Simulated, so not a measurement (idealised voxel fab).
Process module, titled voxel wiring stack
Section shown: cut. Width: 285 nm. Cell size: 5 nm, square.
In this document a cross-section is written as a grid of square cells. It is given as a series of bands, listed from the top down, and a band is one or more rows of cells.
Heights first: top, then bottom, in nm. Then materials, left to right, each with a width in nm. "throughout" on a single material: fills the band edge to edge. "air": empty space.
Zero point of the height axis is 0; under it, received wafer = one material. Lowest band: continues down indefinitely, "0 nm and below".
You'd read "30->40" like this: the band's top row of cells is as wide as the first number, its bottom row is as wide as the second, and going down, every row changes width by the same amount as the row before did.
You'll sometimes find "nothing altered" written for a step, and that's the way of saying that nowhere in the cross-section did a cell change during that step.
Entry "Closed void list" = empty spaces >= 8 cells with no open way to the top; each as width x height at distance, distance from left edge, all nm.
Whatever follows a step's settings on its line is a remark the simulator itself makes about that step.
The optional step-line setting "overlay nm" applies to steps with a mask and quantifies how far to the right of its planned location the mask lay, a negative value indicating leftward placement.
This section lists the process steps that were planned
1,RECEIVE (material Si)
2,CONFORMAL_DEP (material SiO2; thk nm 15)
3,CONFORMAL_DEP (material SiN; thk nm 5)
4,DIRECTIONAL_DEP (material SiO2; thk nm 20)
5,DIRECTIONAL_DEP (material aC; thk nm 15)
6,PATTERN (tone open; mask id METAL_1; material resist; width nm 25; pitch nm 50; thk nm 35; overlay nm 0)
7,DIRECTIONAL_ETCH (etch materials aC; depth nm 15)
8,STRIP (etch materials resist)
9,DIRECTIONAL_ETCH (etch materials SiO2; depth nm 20)
10,DIRECTIONAL_ETCH (etch materials SiN; depth nm 5)
11,STRIP (etch materials aC)
12,CONFORMAL_DEP (material TiN; thk nm 5)
13,FILL_DEP (material W; thk nm 5)
14,CMP (height nm 40)
15,EPI (material Ru; thk nm 5)
16,FILL_DEP (material SiCN; thk nm 5)
17,DIRECTIONAL_DEP (material SiO2; thk nm 15)
18,PATTERN (tone open; mask id PLUG_1; material resist; width nm 15; pitch nm 50; thk nm 20; overlay nm 0)
19,DIRECTIONAL_ETCH (etch materials SiO2; depth nm 15)
20,DIRECTIONAL_ETCH (etch materials SiCN; depth nm 5)
21,STRIP (etch materials resist)
22,CONFORMAL_DEP (material TiN; thk nm 5)
23,FILL_DEP (material Ru; thk nm 10)
24,CMP (height nm 65)
25,CONFORMAL_DEP (material SiN; thk nm 5)
26,DIRECTIONAL_DEP (material lowk; thk nm 20)
27,MASKED_ETCH (tone open; mask id METAL_2; width nm 25; pitch nm 50; etch materials lowk; depth nm 20; overlay nm 0)
28,MASKED_ETCH (tone open; mask id METAL_2; width nm 25; pitch nm 50; etch materials SiN; depth nm 5; overlay nm 0)
29,CONFORMAL_DEP (material TiN; thk nm 5)
30,FILL_DEP (material Cu; thk nm 5)
31,CMP (height nm 90)
32,CONFORMAL_DEP (material SiCN; thk nm 5)
First of the two wafers, run per plan
As received (post step 1): cross-section
* 0 nm and below  Si throughout
* Closed void list: none
Step 2 done - wafer cross-section
* 15 nm to 0 nm  SiO2 throughout
* Note: structure below 0 unchanged.
Step 3 done - wafer cross-section
* 20 nm to 15 nm  SiN throughout
* Note: structure below 15 unchanged.
Step 4 done - wafer cross-section
* 40 nm to 20 nm  SiO2 throughout
* Note: structure below 20 unchanged.
Step 5 done - wafer cross-section
* 55 nm to 40 nm  aC throughout
* Note: structure below 40 unchanged.
Step 6 done - wafer cross-section
* 90 nm to 55 nm  resist 80  air 25  resist 25  air 25  resist 25  air 25  resist 80
* Note: structure below 55 unchanged.
Step 7 done - wafer cross-section
* 75 nm to 55 nm  resist 80  air 25  resist 25  air 25  resist 25  air 25  resist 80
* 55 nm to 40 nm  aC 80  air 25  aC 25  air 25  aC 25  air 25  aC 80
* Note: structure below 40 unchanged.
Step 8 done - wafer cross-section
* 55 nm to 40 nm  aC 80  air 25  aC 25  air 25  aC 25  air 25  aC 80
* Note: structure below 40 unchanged.
Step 9 done - wafer cross-section
* 55 nm to 40 nm  aC 80  air 25  aC 25  air 25  aC 25  air 25  aC 80
* 40 nm to 20 nm  SiO2 80  air 25  SiO2 25  air 25  SiO2 25  air 25  SiO2 80
* Note: structure below 20 unchanged.
Step 10 done - wafer cross-section
* 55 nm to 40 nm  aC 80  air 25  aC 25  air 25  aC 25  air 25  aC 80
* 40 nm to 20 nm  SiO2 80  air 25  SiO2 25  air 25  SiO2 25  air 25  SiO2 80
* 20 nm to 15 nm  SiN 80  air 25  SiN 25  air 25  SiN 25  air 25  SiN 80
* Note: structure below 15 unchanged.
Step 11 done - wafer cross-section
* 40 nm to 20 nm  SiO2 80  air 25  SiO2 25  air 25  SiO2 25  air 25  SiO2 80
* Note: structure below 20 unchanged.
Step 12 done - wafer cross-section
* 45 nm to 40 nm  TiN 85  air 15  TiN 35  air 15  TiN 35  air 15  TiN 85
* 40 nm to 20 nm  SiO2 80  TiN 5  air 15  TiN 5  SiO2 25  TiN 5  air 15  TiN 5  SiO2 25  TiN 5  air 15  TiN 5  SiO2 80
* 20 nm to 15 nm  SiN 80  TiN 25  SiN 25  TiN 25  SiN 25  TiN 25  SiN 80
* Note: structure below 15 unchanged.
Step 13 done - wafer cross-section
* 50 nm to 45 nm  W throughout
* 45 nm to 40 nm  TiN 85  W 15  TiN 35  W 15  TiN 35  W 15  TiN 85
* 40 nm to 20 nm  SiO2 80  TiN 5  W 15  TiN 5  SiO2 25  TiN 5  W 15  TiN 5  SiO2 25  TiN 5  W 15  TiN 5  SiO2 80
* Note: structure below 20 unchanged.
Step 14 done - wafer cross-section
* 40 nm to 20 nm  SiO2 80  TiN 5  W 15  TiN 5  SiO2 25  TiN 5  W 15  TiN 5  SiO2 25  TiN 5  W 15  TiN 5  SiO2 80
* Note: structure below 20 unchanged.
Step 15 done - wafer cross-section
* 45 nm to 40 nm  air 75  Ru 35  air 15  Ru 35  air 15  Ru 35  air 75
* Note: structure below 40 unchanged.
Step 16 done - wafer cross-section
* 50 nm to 45 nm  SiCN throughout
* 45 nm to 40 nm  SiCN 75  Ru 35  SiCN 15  Ru 35  SiCN 15  Ru 35  SiCN 75
* Note: structure below 40 unchanged.
Step 17 done - wafer cross-section
* 65 nm to 50 nm  SiO2 throughout
* Note: structure below 50 unchanged.
Step 18 done - wafer cross-section
* 85 nm to 65 nm  resist 80  air 15  resist 35  air 15  resist 35  air 15  resist 90
* Note: structure below 65 unchanged.
Step 19 done - wafer cross-section
* 85 nm to 65 nm  resist 80  air 15  resist 35  air 15  resist 35  air 15  resist 90
* 65 nm to 50 nm  SiO2 80  air 15  SiO2 35  air 15  SiO2 35  air 15  SiO2 90
* Note: structure below 50 unchanged.
Step 20 done - wafer cross-section
* 85 nm to 65 nm  resist 80  air 15  resist 35  air 15  resist 35  air 15  resist 90
* 65 nm to 50 nm  SiO2 80  air 15  SiO2 35  air 15  SiO2 35  air 15  SiO2 90
* 50 nm to 45 nm  SiCN 80  air 15  SiCN 35  air 15  SiCN 35  air 15  SiCN 90
* Note: structure below 45 unchanged.
Step 21 done - wafer cross-section
* 65 nm to 50 nm  SiO2 80  air 15  SiO2 35  air 15  SiO2 35  air 15  SiO2 90
* Note: structure below 50 unchanged.
Step 22 done - wafer cross-section
* 70 nm to 65 nm  TiN 85  air 5  TiN 45  air 5  TiN 45  air 5  TiN 95
* 65 nm to 50 nm  SiO2 80  TiN 5  air 5  TiN 5  SiO2 35  TiN 5  air 5  TiN 5  SiO2 35  TiN 5  air 5  TiN 5  SiO2 90
* 50 nm to 45 nm  SiCN 80  TiN 15  SiCN 35  TiN 15  SiCN 35  TiN 15  SiCN 90
* Note: structure below 45 unchanged.
Step 23 done - wafer cross-section
* 80 nm to 70 nm  Ru throughout
* 70 nm to 65 nm  TiN 85  Ru 5  TiN 45  Ru 5  TiN 45  Ru 5  TiN 95
* 65 nm to 50 nm  SiO2 80  TiN 5  Ru 5  TiN 5  SiO2 35  TiN 5  Ru 5  TiN 5  SiO2 35  TiN 5  Ru 5  TiN 5  SiO2 90
* Note: structure below 50 unchanged.
Step 24 done - wafer cross-section
* 65 nm to 50 nm  SiO2 80  TiN 5  Ru 5  TiN 5  SiO2 35  TiN 5  Ru 5  TiN 5  SiO2 35  TiN 5  Ru 5  TiN 5  SiO2 90
* Note: structure below 50 unchanged.
Step 25 done - wafer cross-section
* 70 nm to 65 nm  SiN throughout
* Note: structure below 65 unchanged.
Step 26 done - wafer cross-section
* 90 nm to 70 nm  lowk throughout
* Note: structure below 70 unchanged.
Step 27 done - wafer cross-section
* 90 nm to 70 nm  lowk 80  air 25  lowk 25  air 25  lowk 25  air 25  lowk 80
* Note: structure below 70 unchanged.
Step 28 done - wafer cross-section
* 90 nm to 70 nm  lowk 80  air 25  lowk 25  air 25  lowk 25  air 25  lowk 80
* 70 nm to 65 nm  SiN 80  air 25  SiN 25  air 25  SiN 25  air 25  SiN 80
* Note: structure below 65 unchanged.
Step 29 done - wafer cross-section
* 95 nm to 90 nm  TiN 85  air 15  TiN 35  air 15  TiN 35  air 15  TiN 85
* 90 nm to 70 nm  lowk 80  TiN 5  air 15  TiN 5  lowk 25  TiN 5  air 15  TiN 5  lowk 25  TiN 5  air 15  TiN 5  lowk 80
* 70 nm to 65 nm  SiN 80  TiN 25  SiN 25  TiN 25  SiN 25  TiN 25  SiN 80
* Note: structure below 65 unchanged.
Step 30 done - wafer cross-section
* 100 nm to 95 nm  Cu throughout
* 95 nm to 90 nm  TiN 85  Cu 15  TiN 35  Cu 15  TiN 35  Cu 15  TiN 85
* 90 nm to 70 nm  lowk 80  TiN 5  Cu 15  TiN 5  lowk 25  TiN 5  Cu 15  TiN 5  lowk 25  TiN 5  Cu 15  TiN 5  lowk 80
* Note: structure below 70 unchanged.
Step 31 done - wafer cross-section
* 90 nm to 70 nm  lowk 80  TiN 5  Cu 15  TiN 5  lowk 25  TiN 5  Cu 15  TiN 5  lowk 25  TiN 5  Cu 15  TiN 5  lowk 80
* Note: structure below 70 unchanged.
Step 32 done - wafer cross-section
* 95 nm to 90 nm  SiCN throughout
* Note: structure below 90 unchanged.
The second wafer: identical to the first at the outset and in its planned sequence, differing only in that one mistake was made during processing; up to and including step 2, its path is the first wafer's path
Second wafer: cross-section at the scheduled end of step 3
* 35 nm to 0 nm  SiO2 throughout
* Note: structure below 0 unchanged.
Second wafer: cross-section at the scheduled end of step 4
* 40 nm to 35 nm  SiN throughout
* Note: structure below 35 unchanged.
Second wafer: cross-section at the scheduled end of step 5
* 55 nm to 40 nm  aC throughout
* Note: structure below 40 unchanged.
Second wafer: cross-section at the scheduled end of step 6
* 90 nm to 55 nm  resist 80  air 25  resist 25  air 25  resist 25  air 25  resist 80
* Note: structure below 55 unchanged.
Second wafer: cross-section at the scheduled end of step 7
* 75 nm to 55 nm  resist 80  air 25  resist 25  air 25  resist 25  air 25  resist 80
* 55 nm to 40 nm  aC 80  air 25  aC 25  air 25  aC 25  air 25  aC 80
* Note: structure below 40 unchanged.
Second wafer: cross-section at the scheduled end of step 8
* 55 nm to 40 nm  aC 80  air 25  aC 25  air 25  aC 25  air 25  aC 80
* Note: structure below 40 unchanged.
Second wafer: cross-section at the scheduled end of step 9: nothing altered
Second wafer: cross-section at the scheduled end of step 10
* 55 nm to 40 nm  aC 80  air 25  aC 25  air 25  aC 25  air 25  aC 80
* 40 nm to 35 nm  SiN 80  air 25  SiN 25  air 25  SiN 25  air 25  SiN 80
* Note: structure below 35 unchanged.
Second wafer: cross-section at the scheduled end of step 11
* 40 nm to 35 nm  SiN 80  air 25  SiN 25  air 25  SiN 25  air 25  SiN 80
* Note: structure below 35 unchanged.
Second wafer: cross-section at the scheduled end of step 12
* 45 nm to 40 nm  TiN 85  air 15  TiN 35  air 15  TiN 35  air 15  TiN 85
* 40 nm to 35 nm  SiN 80  TiN 25  SiN 25  TiN 25  SiN 25  TiN 25  SiN 80
* Note: structure below 35 unchanged.
Second wafer: cross-section at the scheduled end of step 13
* 50 nm to 45 nm  W throughout
* 45 nm to 40 nm  TiN 85  W 15  TiN 35  W 15  TiN 35  W 15  TiN 85
* Note: structure below 40 unchanged.
Second wafer: cross-section at the scheduled end of step 14
* 40 nm to 35 nm  SiN 80  TiN 25  SiN 25  TiN 25  SiN 25  TiN 25  SiN 80
* Note: structure below 35 unchanged.
Second wafer: cross-section at the scheduled end of step 15
* 45 nm to 40 nm  air 75  Ru 35  air 15  Ru 35  air 15  Ru 35  air 75
* Note: structure below 40 unchanged.
Second wafer: cross-section at the scheduled end of step 16
* 50 nm to 45 nm  SiCN throughout
* 45 nm to 40 nm  SiCN 75  Ru 35  SiCN 15  Ru 35  SiCN 15  Ru 35  SiCN 75
* Note: structure below 40 unchanged.
Second wafer: cross-section at the scheduled end of step 17
* 65 nm to 50 nm  SiO2 throughout
* Note: structure below 50 unchanged.
Second wafer: cross-section at the scheduled end of step 18
* 85 nm to 65 nm  resist 80  air 15  resist 35  air 15  resist 35  air 15  resist 90
* Note: structure below 65 unchanged.
Second wafer: cross-section at the scheduled end of step 19
* 85 nm to 65 nm  resist 80  air 15  resist 35  air 15  resist 35  air 15  resist 90
* 65 nm to 50 nm  SiO2 80  air 15  SiO2 35  air 15  SiO2 35  air 15  SiO2 90
* Note: structure below 50 unchanged.
Second wafer: cross-section at the scheduled end of step 20
* 85 nm to 65 nm  resist 80  air 15  resist 35  air 15  resist 35  air 15  resist 90
* 65 nm to 50 nm  SiO2 80  air 15  SiO2 35  air 15  SiO2 35  air 15  SiO2 90
* 50 nm to 45 nm  SiCN 80  air 15  SiCN 35  air 15  SiCN 35  air 15  SiCN 90
* Note: structure below 45 unchanged.
Second wafer: cross-section at the scheduled end of step 21
* 65 nm to 50 nm  SiO2 80  air 15  SiO2 35  air 15  SiO2 35  air 15  SiO2 90
* Note: structure below 50 unchanged.
Second wafer: cross-section at the scheduled end of step 22
* 70 nm to 65 nm  TiN 85  air 5  TiN 45  air 5  TiN 45  air 5  TiN 95
* 65 nm to 50 nm  SiO2 80  TiN 5  air 5  TiN 5  SiO2 35  TiN 5  air 5  TiN 5  SiO2 35  TiN 5  air 5  TiN 5  SiO2 90
* 50 nm to 45 nm  SiCN 80  TiN 15  SiCN 35  TiN 15  SiCN 35  TiN 15  SiCN 90
* Note: structure below 45 unchanged.
Second wafer: cross-section at the scheduled end of step 23
* 80 nm to 70 nm  Ru throughout
* 70 nm to 65 nm  TiN 85  Ru 5  TiN 45  Ru 5  TiN 45  Ru 5  TiN 95
* 65 nm to 50 nm  SiO2 80  TiN 5  Ru 5  TiN 5  SiO2 35  TiN 5  Ru 5  TiN 5  SiO2 35  TiN 5  Ru 5  TiN 5  SiO2 90
* Note: structure below 50 unchanged.
Second wafer: cross-section at the scheduled end of step 24
* 65 nm to 50 nm  SiO2 80  TiN 5  Ru 5  TiN 5  SiO2 35  TiN 5  Ru 5  TiN 5  SiO2 35  TiN 5  Ru 5  TiN 5  SiO2 90
* Note: structure below 50 unchanged.
Second wafer: cross-section at the scheduled end of step 25
* 70 nm to 65 nm  SiN throughout
* Note: structure below 65 unchanged.
Second wafer: cross-section at the scheduled end of step 26
* 90 nm to 70 nm  lowk throughout
* Note: structure below 70 unchanged.
Second wafer: cross-section at the scheduled end of step 27
* 90 nm to 70 nm  lowk 80  air 25  lowk 25  air 25  lowk 25  air 25  lowk 80
* Note: structure below 70 unchanged.
Second wafer: cross-section at the scheduled end of step 28
* 90 nm to 70 nm  lowk 80  air 25  lowk 25  air 25  lowk 25  air 25  lowk 80
* 70 nm to 65 nm  SiN 80  air 25  SiN 25  air 25  SiN 25  air 25  SiN 80
* Note: structure below 65 unchanged.
Second wafer: cross-section at the scheduled end of step 29
* 95 nm to 90 nm  TiN 85  air 15  TiN 35  air 15  TiN 35  air 15  TiN 85
* 90 nm to 70 nm  lowk 80  TiN 5  air 15  TiN 5  lowk 25  TiN 5  air 15  TiN 5  lowk 25  TiN 5  air 15  TiN 5  lowk 80
* 70 nm to 65 nm  SiN 80  TiN 25  SiN 25  TiN 25  SiN 25  TiN 25  SiN 80
* Note: structure below 65 unchanged.
Second wafer: cross-section at the scheduled end of step 30
* 100 nm to 95 nm  Cu throughout
* 95 nm to 90 nm  TiN 85  Cu 15  TiN 35  Cu 15  TiN 35  Cu 15  TiN 85
* 90 nm to 70 nm  lowk 80  TiN 5  Cu 15  TiN 5  lowk 25  TiN 5  Cu 15  TiN 5  lowk 25  TiN 5  Cu 15  TiN 5  lowk 80
* Note: structure below 70 unchanged.
Second wafer: cross-section at the scheduled end of step 31
* 90 nm to 70 nm  lowk 80  TiN 5  Cu 15  TiN 5  lowk 25  TiN 5  Cu 15  TiN 5  lowk 25  TiN 5  Cu 15  TiN 5  lowk 80
* Note: structure below 70 unchanged.
Second wafer: cross-section at the scheduled end of step 32
* 95 nm to 90 nm  SiCN throughout
* Note: structure below 90 unchanged.
Error vs. plan: order of steps 3 and 4 inverted relative to the plan
Bottom line after processing is that, in cells, the second wafer is up or down on some materials versus the first: SiO2: 60 more, TiN: 24 fewer, W: 36 fewer
